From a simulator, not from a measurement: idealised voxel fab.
Process module in this document: voxel gate over fins
We display cut, a cross-section 185 nm in width whose square cells are each 5 nm.
If you're reading a cross-section in this doc, picture square cells in a grid; it comes to you as bands, top ones listed first down to the bottom, and a band can be one or more rows of cells. What a band's entry tells you: where the top is and where the bottom is, as heights in nm, and after that what lies inside, material by material from left to right, each with its width in nm. Empty space is written as the word "empty", and a single material marked with the word "all across" occupies the band from edge to edge. We count height from 0. Below that, the starting wafer is all one material. The lowest band never ends at the bottom but goes on down; see "0 and below" for how that is written. A width given as "30->40" starts at the first number in the band's top row and ends at the second number in its bottom row, shifting by an equal amount at every step from row to row. "remains unaltered" after a step means that no cell of the cross-section changed. Entry "Closed void register" = empty spaces >= 8 cells with no open way to the top; each as width x height at distance, distance from left edge, all nm. Anything after a step's settings on that line? It's the simulator's own note about the step. You can add "overlay nm" to a step's line. For a step with a mask, it describes how far the mask lay to the right of its planned position, and a negative number describes a lay to the left.

Steps in the process plan
1) RECEIVE with material Si
2) CONFORMAL_DEP with material SiN, thk nm 5
3) DIRECTIONAL_DEP with material aC, thk nm 10
4) PATTERN with tone cover, mask id FINS, material resist, width nm 15, pitch nm 60, thk nm 25, overlay nm 0
5) DIRECTIONAL_ETCH with etch materials aC, depth nm 10
6) STRIP with etch materials resist
7) DIRECTIONAL_ETCH with etch materials SiN, depth nm 5
8) DIRECTIONAL_ETCH with etch materials Si, depth nm 40
9) STRIP with etch materials aC
10) FILL_DEP with material SiO2, thk nm 10
11) CMP with height nm 5
12) PATTERN with tone open, mask id RAIL, material resist, width nm 15, thk nm 20, overlay nm 0
13) DIRECTIONAL_ETCH with etch materials SiO2, depth nm 40
14) STRIP with etch materials resist
15) CONFORMAL_DEP with material TiN, thk nm 5
16) FILL_DEP with material Ru, thk nm 5
17) CMP with height nm 5
18) SELECTIVE_ETCH with etch materials W Ru TiN, depth nm 30
19) FILL_DEP with material SiO2, thk nm 5
20) CMP with height nm 5
21) SELECTIVE_ETCH with etch materials SiO2, depth nm 20
22) STRIP with etch materials SiN
23) CONFORMAL_DEP with material HfO2, thk nm 5
24) CONFORMAL_DEP with material TiN, thk nm 5
25) FILL_DEP with material W, thk nm 15
26) CMP with height nm 20
27) CONFORMAL_DEP with material SiN, thk nm 10

Incoming wafer in cross-section (state: after step 1)
    0 and below | Si all across
    Closed void register: none

As-planned run: cross-section of the first of two wafers at end of module
    30 down to 20 | SiN all across
    20 down to 10 | W all across
    10 down to 5 | W 45 | TiN 35 | W 25 | TiN 35 | W 45
    5 down to 0 | W 45 | TiN 5 | HfO2 25 | TiN 5 | W 25 | TiN 5 | HfO2 25 | TiN 5 | W 45
    0 down to -5 | W 45 | TiN 5 | HfO2 5 | Si 15 | HfO2 5 | TiN 5 | W 25 | TiN 5 | HfO2 5 | Si 15 | HfO2 5 | TiN 5 | W 45
    -5 down to -10 | TiN 50 | HfO2 5 | Si 15 | HfO2 5 | TiN 35 | HfO2 5 | Si 15 | HfO2 5 | TiN 50
    -10 down to -15 | HfO2 55 | Si 15 | HfO2 45 | Si 15 | HfO2 55
    -15 down to -25 | SiO2 55 | Si 15 | SiO2 45 | Si 15 | SiO2 55
    -25 down to -30 | SiO2 55 | Si 15 | SiO2 15 | TiN 5 | Ru 5 | TiN 5 | SiO2 15 | Si 15 | SiO2 55
    -30 down to -35 | SiO2 55 | Si 15 | SiO2 15 | TiN 15 | SiO2 15 | Si 15 | SiO2 55
    -35 down to -40 | SiO2 55 | Si 15 | SiO2 45 | Si 15 | SiO2 55
    -40 and below | Si all across
    Closed void register: none

Cross-section at end of module for the second wafer of two, which matched the first in starting point and plan and differed by one mistake in its processing
    30 down to 20 | SiO2 all across
    20 down to 10 | W all across
    10 down to 5 | W 45 | TiN 35 | W 25 | TiN 35 | W 45
    5 down to 0 | W 45 | TiN 5 | HfO2 25 | TiN 5 | W 25 | TiN 5 | HfO2 25 | TiN 5 | W 45
    0 down to -5 | W 45 | TiN 5 | HfO2 5 | Si 15 | HfO2 5 | TiN 5 | W 25 | TiN 5 | HfO2 5 | Si 15 | HfO2 5 | TiN 5 | W 45
    -5 down to -10 | TiN 50 | HfO2 5 | Si 15 | HfO2 5 | TiN 35 | HfO2 5 | Si 15 | HfO2 5 | TiN 50
    -10 down to -15 | HfO2 55 | Si 15 | HfO2 45 | Si 15 | HfO2 55
    -15 down to -25 | SiO2 55 | Si 15 | SiO2 45 | Si 15 | SiO2 55
    -25 down to -30 | SiO2 55 | Si 15 | SiO2 15 | TiN 5 | Ru 5 | TiN 5 | SiO2 15 | Si 15 | SiO2 55
    -30 down to -35 | SiO2 55 | Si 15 | SiO2 15 | TiN 15 | SiO2 15 | Si 15 | SiO2 55
    -35 down to -40 | SiO2 55 | Si 15 | SiO2 45 | Si 15 | SiO2 55
    -40 and below | Si all across
    Closed void register: none
Heads up, the wafer didn't run the way we planned it: step 27 was run on a setting that differed from the plan, and what really ran there is CONFORMAL_DEP with material SiO2, thk nm 10
In the final state, the cell counts of the second wafer exceed or fall short of those of the first for the following materials: SiN -74 | SiO2 +74
